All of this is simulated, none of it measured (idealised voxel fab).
process module | voxel spacer lines
cross-section cut | 300 nm wide | cells 5 nm
A cross-section is a grid of square cells, given in bands from the top down. A band is one or more rows of cells.
Each band's line starts with the height of the band's top and of its bottom, in nm. Then come its materials from left to right, each with its width in nm. One material with "throughout" fills the band from edge to edge. "air" is empty space.
Height 0 is the level under which the wafer as received is all one material. The lowest band goes on downwards, as in "0 down".
A width such as "30 to 40" changes by the same amount from each row of cells to the next, from the band's top row to its bottom row.
"no change" after a step means that no cell of the cross-section changed.
closed voids: empty space of 8 cells or more with no open way to the top, each as width x height at its distance from the left edge, in nm
after a step's settings: what the simulator itself notes on the step
overlay nm, on a step with a mask: how far to the right of its planned place the mask lay; to the left if negative
Each pair below shows a cross-section before one step and the cross-section after it, down to the lowest band that changed. The line under each pair gives the step between them, with its settings. The pairs can come from different runs of this module on the same starting wafer, so a pair continues from the pair above only where its "before" says so.
before
  0 down: Si throughout
  closed voids: none
after
  5 to 0: Al2O3 throughout
  below 0: unchanged
  closed voids: none
the step between: op CONFORMAL_DEP | material Al2O3 | thk nm 5
before: the cross-section after the pair above
after
  25 to 5: polySi throughout
  below 5: unchanged
  closed voids: none
the step between: op DIRECTIONAL_DEP | material polySi | thk nm 20
before: the cross-section after the pair above
after
  45 to 25: aC throughout
  below 25: unchanged
  closed voids: none
the step between: op DIRECTIONAL_DEP | material aC | thk nm 20
before: the cross-section after the pair above
after
  70 to 45: air 95 | resist 25 | air 55 | resist 25 | air 100
  below 45: unchanged
  closed voids: none
the step between: op PATTERN | tone cover | mask id MANDREL | material resist | width nm 25 | pitch nm 80 | thk nm 25 | overlay nm 0
before: the cross-section after the pair above
after
  50 to 45: air 95 | resist 25 | air 55 | resist 25 | air 100
  45 to 25: air 95 | aC 25 | air 55 | aC 25 | air 100
  below 25: unchanged
  closed voids: none
the step between: op DIRECTIONAL_ETCH | etch materials aC | depth nm 20
before: the cross-section after the pair above
after
  45 to 25: air 95 | aC 25 | air 55 | aC 25 | air 100
  below 25: unchanged
  closed voids: none
the step between: op STRIP | etch materials resist
before: the cross-section after the pair above
after
  60 to 45: air 80 | SiN 55 | air 25 | SiN 55 | air 85
  45 to 40: air 80 | SiN 15 | aC 25 | SiN 15 | air 25 | SiN 15 | aC 25 | SiN 15 | air 85
  40 to 25: SiN 95 | aC 25 | SiN 55 | aC 25 | SiN 100
  below 25: unchanged
  closed voids: none
the step between: op CONFORMAL_DEP | material SiN | thk nm 15
before: the cross-section after the pair above
after
  45 to 25: air 80 | SiN 15 | aC 25 | SiN 15 | air 25 | SiN 15 | aC 25 | SiN 15 | air 85
  below 25: unchanged
  closed voids: none
the step between: op DIRECTIONAL_ETCH | etch materials SiN | depth nm 15
before: the cross-section after the pair above
after
  45 to 25: air 80 | SiN 15 | air 25 | SiN 15 | air 25 | SiN 15 | air 25 | SiN 15 | air 85
  below 25: unchanged
  closed voids: none
the step between: op STRIP | etch materials aC
before: the cross-section after the pair above
after
  45 to 25: air 80 | SiN 15 | air 25 | SiN 15 | air 25 | SiN 15 | air 25 | SiN 15 | air 85
  25 to 5: air 80 | polySi 15 | air 25 | polySi 15 | air 25 | polySi 15 | air 25 | polySi 15 | air 85
  below 5: unchanged
  closed voids: none
the step between: op DIRECTIONAL_ETCH | etch materials polySi | depth nm 20
before: the cross-section after the pair above
after
  25 to 5: air 80 | polySi 15 | air 25 | polySi 15 | air 25 | polySi 15 | air 25 | polySi 15 | air 85
  below 5: unchanged
  closed voids: none
the step between: op STRIP | etch materials SiN
before: the cross-section after the pair above
after
  30 to 25: SiO2 throughout
  25 to 5: SiO2 80 | polySi 15 | SiO2 25 | polySi 15 | SiO2 25 | polySi 15 | SiO2 25 | polySi 15 | SiO2 85
  below 5: unchanged
  closed voids: none
the step between: op FILL_DEP | material SiO2 | thk nm 5
before: the cross-section after the pair above
after
  25 to 5: SiO2 80 | polySi 15 | SiO2 25 | polySi 15 | SiO2 25 | polySi 15 | SiO2 25 | polySi 15 | SiO2 85
  below 5: unchanged
  closed voids: none
the step between: op CMP | height nm 25
before
  0 down: Si throughout
  closed voids: none
after
  20 to 0: polySi throughout
  below 0: unchanged
  closed voids: none
the step between: op DIRECTIONAL_DEP | material polySi | thk nm 20
before: the cross-section after the pair above
after
  40 to 20: aC throughout
  below 20: unchanged
  closed voids: none
the step between: op DIRECTIONAL_DEP | material aC | thk nm 20
before: the cross-section after the pair above
after
  65 to 40: air 95 | resist 25 | air 55 | resist 25 | air 100
  below 40: unchanged
  closed voids: none
the step between: op PATTERN | tone cover | mask id MANDREL | material resist | width nm 25 | pitch nm 80 | thk nm 25 | overlay nm 0
before: the cross-section after the pair above
after
  45 to 40: air 95 | resist 25 | air 55 | resist 25 | air 100
  40 to 20: air 95 | aC 25 | air 55 | aC 25 | air 100
  below 20: unchanged
  closed voids: none
the step between: op DIRECTIONAL_ETCH | etch materials aC | depth nm 20
before: the cross-section after the pair above
after
  40 to 20: air 95 | aC 25 | air 55 | aC 25 | air 100
  below 20: unchanged
  closed voids: none
the step between: op STRIP | etch materials resist
before: the cross-section after the pair above
after
  55 to 40: air 80 | SiN 55 | air 25 | SiN 55 | air 85
  40 to 35: air 80 | SiN 15 | aC 25 | SiN 15 | air 25 | SiN 15 | aC 25 | SiN 15 | air 85
  35 to 20: SiN 95 | aC 25 | SiN 55 | aC 25 | SiN 100
  below 20: unchanged
  closed voids: none
the step between: op CONFORMAL_DEP | material SiN | thk nm 15
before: the cross-section after the pair above
after
  40 to 20: air 80 | SiN 15 | aC 25 | SiN 15 | air 25 | SiN 15 | aC 25 | SiN 15 | air 85
  below 20: unchanged
  closed voids: none
the step between: op DIRECTIONAL_ETCH | etch materials SiN | depth nm 15
before: the cross-section after the pair above
after
  40 to 20: air 80 | SiN 15 | air 25 | SiN 15 | air 25 | SiN 15 | air 25 | SiN 15 | air 85
  below 20: unchanged
  closed voids: none
the step between: op STRIP | etch materials aC
before: the cross-section after the pair above
after
  40 to 20: air 80 | SiN 15 | air 25 | SiN 15 | air 25 | SiN 15 | air 25 | SiN 15 | air 85
  20 to 0: air 80 | polySi 15 | air 25 | polySi 15 | air 25 | polySi 15 | air 25 | polySi 15 | air 85
  below 0: unchanged
  closed voids: none
the step between: op DIRECTIONAL_ETCH | etch materials polySi | depth nm 20
before: the cross-section after the pair above
after
  20 to 0: air 80 | polySi 15 | air 25 | polySi 15 | air 25 | polySi 15 | air 25 | polySi 15 | air 85
  below 0: unchanged
  closed voids: none
the step between: op STRIP | etch materials SiN
before: the cross-section after the pair above
after
  25 to 20: SiO2 throughout
  20 to 0: SiO2 80 | polySi 15 | SiO2 25 | polySi 15 | SiO2 25 | polySi 15 | SiO2 25 | polySi 15 | SiO2 85
  below 0: unchanged
  closed voids: none
the step between: op FILL_DEP | material SiO2 | thk nm 5
before
  50 to 45: air 95 | resist 25 | air 55 | resist 25 | air 100
  45 to 25: air 95 | aC 25 | air 55 | aC 25 | air 100
  25 to 5: polySi throughout
  5 to 0: Al2O3 throughout
  0 down: Si throughout
  closed voids: none
after
  30 to 25: air 95 | aC 25 | air 55 | aC 25 | air 100
  below 25: unchanged
  closed voids: none
the step between: op DIRECTIONAL_ETCH | etch materials aC | depth nm 20
before: the cross-section after the pair above
after
  45 to 40: air 80 | SiN 55 | air 25 | SiN 55 | air 85
  40 to 30: SiN throughout
  30 to 25: SiN 95 | aC 25 | SiN 55 | aC 25 | SiN 100
  below 25: unchanged
  closed voids: none
the step between: op CONFORMAL_DEP | material SiN | thk nm 15
before: the cross-section after the pair above
after
  30 to 25: air 80 | SiN 15 | aC 25 | SiN 15 | air 25 | SiN 15 | aC 25 | SiN 15 | air 85
  below 25: unchanged
  closed voids: none
the step between: op DIRECTIONAL_ETCH | etch materials SiN | depth nm 15
before: the cross-section after the pair above
after
  30 to 25: air 80 | SiN 15 | air 25 | SiN 15 | air 25 | SiN 15 | air 25 | SiN 15 | air 85
  below 25: unchanged
  closed voids: none
the step between: op STRIP | etch materials aC
before: the cross-section after the pair above
after
  30 to 25: air 80 | SiN 15 | air 25 | SiN 15 | air 25 | SiN 15 | air 25 | SiN 15 | air 85
  25 to 5: air 80 | polySi 15 | air 25 | polySi 15 | air 25 | polySi 15 | air 25 | polySi 15 | air 85
  below 5: unchanged
  closed voids: none
the step between: op DIRECTIONAL_ETCH | etch materials polySi | depth nm 20
before: the cross-section after the pair above
after
  25 to 5: air 80 | polySi 15 | air 25 | polySi 15 | air 25 | polySi 15 | air 25 | polySi 15 | air 85
  below 5: unchanged
  closed voids: none
the step between: op STRIP | etch materials SiN
before
  20 to 0: polySi throughout
  0 down: Si throughout
  closed voids: none
after
  25 to 20: Al2O3 throughout
  below 20: unchanged
  closed voids: none
the step between: op CONFORMAL_DEP | material Al2O3 | thk nm 5
before: the cross-section after the pair above
after
  45 to 25: aC throughout
  below 25: unchanged
  closed voids: none
the step between: op DIRECTIONAL_DEP | material aC | thk nm 20
before: the cross-section after the pair above
after
  70 to 45: air 95 | resist 25 | air 55 | resist 25 | air 100
  below 45: unchanged
  closed voids: none
the step between: op PATTERN | tone cover | mask id MANDREL | material resist | width nm 25 | pitch nm 80 | thk nm 25 | overlay nm 0
before: the cross-section after the pair above
after
  50 to 45: air 95 | resist 25 | air 55 | resist 25 | air 100
  45 to 25: air 95 | aC 25 | air 55 | aC 25 | air 100
  below 25: unchanged
  closed voids: none
the step between: op DIRECTIONAL_ETCH | etch materials aC | depth nm 20
before: the cross-section after the pair above
after
  45 to 25: air 95 | aC 25 | air 55 | aC 25 | air 100
  below 25: unchanged
  closed voids: none
the step between: op STRIP | etch materials resist
before: the cross-section after the pair above
after
  60 to 45: air 80 | SiN 55 | air 25 | SiN 55 | air 85
  45 to 40: air 80 | SiN 15 | aC 25 | SiN 15 | air 25 | SiN 15 | aC 25 | SiN 15 | air 85
  40 to 25: SiN 95 | aC 25 | SiN 55 | aC 25 | SiN 100
  below 25: unchanged
  closed voids: none
the step between: op CONFORMAL_DEP | material SiN | thk nm 15
before: the cross-section after the pair above
after
  45 to 25: air 80 | SiN 15 | aC 25 | SiN 15 | air 25 | SiN 15 | aC 25 | SiN 15 | air 85
  below 25: unchanged
  closed voids: none
the step between: op DIRECTIONAL_ETCH | etch materials SiN | depth nm 15
before: the cross-section after the pair above
after
  45 to 25: air 80 | SiN 15 | air 25 | SiN 15 | air 25 | SiN 15 | air 25 | SiN 15 | air 85
  below 25: unchanged
  closed voids: none
the step between: op STRIP | etch materials aC
before: the cross-section after the pair above
after
  25 to 20: Al2O3 throughout
  below 20: unchanged
  closed voids: none
the step between: op STRIP | etch materials SiN
before: the cross-section after the pair above
after
  30 to 25: SiO2 throughout
  below 25: unchanged
  closed voids: none
the step between: op FILL_DEP | material SiO2 | thk nm 5
before: the cross-section after the pair above
after
  25 to 20: Al2O3 throughout
  below 20: unchanged
  closed voids: none
the step between: op CMP | height nm 25
before
  30 to 25: SiO2 throughout
  25 to 5: SiO2 80 | polySi 15 | SiO2 25 | polySi 15 | SiO2 25 | polySi 15 | SiO2 25 | polySi 15 | SiO2 85
  5 to 0: Al2O3 throughout
  0 down: Si throughout
  closed voids: none
after
  15 to 5: SiO2 80 | polySi 15 | SiO2 25 | polySi 15 | SiO2 25 | polySi 15 | SiO2 25 | polySi 15 | SiO2 85
  below 5: unchanged
  closed voids: none
the step between: op CMP | height nm 15
before
  45 to 25: aC throughout
  25 to 5: polySi throughout
  5 to 0: Al2O3 throughout
  0 down: Si throughout
  closed voids: none
after
  70 to 45: air 100 | resist 15 | air 65 | resist 15 | air 105
  below 45: unchanged
  closed voids: none
the step between: op PATTERN | tone cover | mask id MANDREL | material resist | width nm 15 | pitch nm 80 | thk nm 25 | overlay nm 0
before: the cross-section after the pair above
after
  50 to 45: air 100 | resist 15 | air 65 | resist 15 | air 105
  45 to 25: air 100 | aC 15 | air 65 | aC 15 | air 105
  below 25: unchanged
  closed voids: none
the step between: op DIRECTIONAL_ETCH | etch materials aC | depth nm 20
before: the cross-section after the pair above
after
  45 to 25: air 100 | aC 15 | air 65 | aC 15 | air 105
  below 25: unchanged
  closed voids: none
the step between: op STRIP | etch materials resist
before: the cross-section after the pair above
after
  60 to 45: air 85 | SiN 45 | air 35 | SiN 45 | air 90
  45 to 40: air 85 | SiN 15 | aC 15 | SiN 15 | air 35 | SiN 15 | aC 15 | SiN 15 | air 90
  40 to 25: SiN 100 | aC 15 | SiN 65 | aC 15 | SiN 105
  below 25: unchanged
  closed voids: none
the step between: op CONFORMAL_DEP | material SiN | thk nm 15
before: the cross-section after the pair above
after
  45 to 25: air 85 | SiN 15 | aC 15 | SiN 15 | air 35 | SiN 15 | aC 15 | SiN 15 | air 90
  below 25: unchanged
  closed voids: none
the step between: op DIRECTIONAL_ETCH | etch materials SiN | depth nm 15
before: the cross-section after the pair above
after
  45 to 25: air 85 | SiN 15 | air 15 | SiN 15 | air 35 | SiN 15 | air 15 | SiN 15 | air 90
  below 25: unchanged
  closed voids: none
the step between: op STRIP | etch materials aC
before: the cross-section after the pair above
after
  45 to 25: air 85 | SiN 15 | air 15 | SiN 15 | air 35 | SiN 15 | air 15 | SiN 15 | air 90
  25 to 5: air 85 | polySi 15 | air 15 | polySi 15 | air 35 | polySi 15 | air 15 | polySi 15 | air 90
  below 5: unchanged
  closed voids: none
the step between: op DIRECTIONAL_ETCH | etch materials polySi | depth nm 20
before: the cross-section after the pair above
after
  25 to 5: air 85 | polySi 15 | air 15 | polySi 15 | air 35 | polySi 15 | air 15 | polySi 15 | air 90
  below 5: unchanged
  closed voids: none
the step between: op STRIP | etch materials SiN
before: the cross-section after the pair above
after
  30 to 25: SiO2 throughout
  25 to 5: SiO2 85 | polySi 15 | SiO2 15 | polySi 15 | SiO2 35 | polySi 15 | SiO2 15 | polySi 15 | SiO2 90
  below 5: unchanged
  closed voids: none
the step between: op FILL_DEP | material SiO2 | thk nm 5
before: the cross-section after the pair above
after
  25 to 5: SiO2 85 | polySi 15 | SiO2 15 | polySi 15 | SiO2 35 | polySi 15 | SiO2 15 | polySi 15 | SiO2 90
  below 5: unchanged
  closed voids: none
the step between: op CMP | height nm 25
before
  45 to 25: aC throughout
  25 to 5: polySi throughout
  5 to 0: Al2O3 throughout
  0 down: Si throughout
  closed voids: none
after
  70 to 45: air 100 | resist 25 | air 55 | resist 25 | air 95
  below 45: unchanged
  closed voids: none
the step between: op PATTERN | tone cover | mask id MANDREL | material resist | width nm 25 | pitch nm 80 | thk nm 25 | overlay nm 5
before: the cross-section after the pair above
after
  50 to 45: air 100 | resist 25 | air 55 | resist 25 | air 95
  45 to 25: air 100 | aC 25 | air 55 | aC 25 | air 95
  below 25: unchanged
  closed voids: none
the step between: op DIRECTIONAL_ETCH | etch materials aC | depth nm 20
before: the cross-section after the pair above
after
  45 to 25: air 100 | aC 25 | air 55 | aC 25 | air 95
  below 25: unchanged
  closed voids: none
the step between: op STRIP | etch materials resist
before: the cross-section after the pair above
after
  60 to 45: air 85 | SiN 55 | air 25 | SiN 55 | air 80
  45 to 40: air 85 | SiN 15 | aC 25 | SiN 15 | air 25 | SiN 15 | aC 25 | SiN 15 | air 80
  40 to 25: SiN 100 | aC 25 | SiN 55 | aC 25 | SiN 95
  below 25: unchanged
  closed voids: none
the step between: op CONFORMAL_DEP | material SiN | thk nm 15
before: the cross-section after the pair above
after
  45 to 25: air 85 | SiN 15 | aC 25 | SiN 15 | air 25 | SiN 15 | aC 25 | SiN 15 | air 80
  below 25: unchanged
  closed voids: none
the step between: op DIRECTIONAL_ETCH | etch materials SiN | depth nm 15
before: the cross-section after the pair above
after
  45 to 25: air 85 | SiN 15 | air 25 | SiN 15 | air 25 | SiN 15 | air 25 | SiN 15 | air 80
  below 25: unchanged
  closed voids: none
the step between: op STRIP | etch materials aC
before: the cross-section after the pair above
after
  45 to 25: air 85 | SiN 15 | air 25 | SiN 15 | air 25 | SiN 15 | air 25 | SiN 15 | air 80
  25 to 5: air 85 | polySi 15 | air 25 | polySi 15 | air 25 | polySi 15 | air 25 | polySi 15 | air 80
  below 5: unchanged
  closed voids: none
the step between: op DIRECTIONAL_ETCH | etch materials polySi | depth nm 20
before: the cross-section after the pair above
after
  25 to 5: air 85 | polySi 15 | air 25 | polySi 15 | air 25 | polySi 15 | air 25 | polySi 15 | air 80
  below 5: unchanged
  closed voids: none
the step between: op STRIP | etch materials SiN
before: the cross-section after the pair above
after
  30 to 25: SiO2 throughout
  25 to 5: SiO2 85 | polySi 15 | SiO2 25 | polySi 15 | SiO2 25 | polySi 15 | SiO2 25 | polySi 15 | SiO2 80
  below 5: unchanged
  closed voids: none
the step between: op FILL_DEP | material SiO2 | thk nm 5
before: the cross-section after the pair above
after
  25 to 5: SiO2 85 | polySi 15 | SiO2 25 | polySi 15 | SiO2 25 | polySi 15 | SiO2 25 | polySi 15 | SiO2 80
  below 5: unchanged
  closed voids: none
the step between: op CMP | height nm 25
before
  25 to 5: air 80 | polySi 15 | air 25 | polySi 15 | air 25 | polySi 15 | air 25 | polySi 15 | air 85
  5 to 0: Al2O3 throughout
  0 down: Si throughout
  closed voids: none
after
  30 to 25: SiN throughout
  25 to 5: SiN 80 | polySi 15 | SiN 25 | polySi 15 | SiN 25 | polySi 15 | SiN 25 | polySi 15 | SiN 85
  below 5: unchanged
  closed voids: none
the step between: op FILL_DEP | material SiN | thk nm 5
before: the cross-section after the pair above
after
  25 to 5: SiN 80 | polySi 15 | SiN 25 | polySi 15 | SiN 25 | polySi 15 | SiN 25 | polySi 15 | SiN 85
  below 5: unchanged
  closed voids: none
the step between: op CMP | height nm 25
